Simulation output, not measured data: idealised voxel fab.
Name of the process module below: voxel fin reveal
It is cross-section cut that appears here, measuring 245 nm in width, its square cells being 5 nm in size.
For the purposes of this document, a cross-section shall be understood as a grid of square cells, specified as bands listed in top-to-bottom order, each band consisting of one or more rows of cells. In this notation a band is specified by the heights of its top and bottom, in that order and in nm, after which its materials appear from left to right, each paired with its width in nm. The word "everywhere" attached to a single material means that material fills the band from edge to edge; the word "air" stands for empty space. Height is counted from the level 0, under which the received wafer is composed throughout of one material. The lowest of the bands is not closed at the bottom but continues downward, in the notation "0 nm and below". It should be noted that a width expressed as "30..40" varies in equal increments from row to row of cells within the band, taking the value of the first number at the top row and that of the second number at the bottom row. When a step is marked "no change occurred", none of the cells in the cross-section changed during that step. Each empty space that has no open way to the top and spans at least 8 cells appears under "Voids, fully enclosed" as width x height at distance, the distance counted from the left edge, all in nm. Past the settings on a step's line: simulator remark, on that step. "overlay nm" denotes, for a step that has a mask, the displacement of the mask to the right of its planned place, with negative values corresponding to the left.

The following list gives the planned process steps:
step 1: RECEIVE | material Si
step 2: CONFORMAL_DEP | material SiN | thk nm 10
step 3: PATTERN | tone cover | mask id FINS | material resist | width nm 15 | pitch nm 45 | thk nm 15 | overlay nm -15
step 4: DIRECTIONAL_ETCH | etch materials SiN | depth nm 10
step 5: DIRECTIONAL_ETCH | etch materials Si | depth nm 35
step 6: STRIP | etch materials resist
step 7: OXIDIZE | depth nm 5
step 8: FILL_DEP | material SiO2 | thk nm 5
step 9: CMP | height nm 10
step 10: SELECTIVE_ETCH | etch materials SiO2 | depth nm 25
step 11: STRIP | etch materials SiN
step 12: CONFORMAL_DEP | material SiO2 | thk nm 5
Same starting wafers, different overlay nm at step 3. Plan value belongs to the first wafer.

first wafer as received, after step 1:
    0 nm and below: Si everywhere
    Voids, fully enclosed: none

End of module, by wafer: material-by-material cell gain (+) or loss (-) since receipt, then closed voids:
overlay nm -15, -360 Si, +298 SiO2, Voids, fully enclosed: none
overlay nm -10, -360 Si, +298 SiO2, Voids, fully enclosed: none
overlay nm -5, -360 Si, +298 SiO2, Voids, fully enclosed: none
overlay nm 0, -360 Si, +298 SiO2, Voids, fully enclosed: none
overlay nm 5, -360 Si, +298 SiO2, Voids, fully enclosed: none
overlay nm 10, -360 Si, +298 SiO2, Voids, fully enclosed: none
overlay nm 15, -360 Si, +298 SiO2, Voids, fully enclosed: none
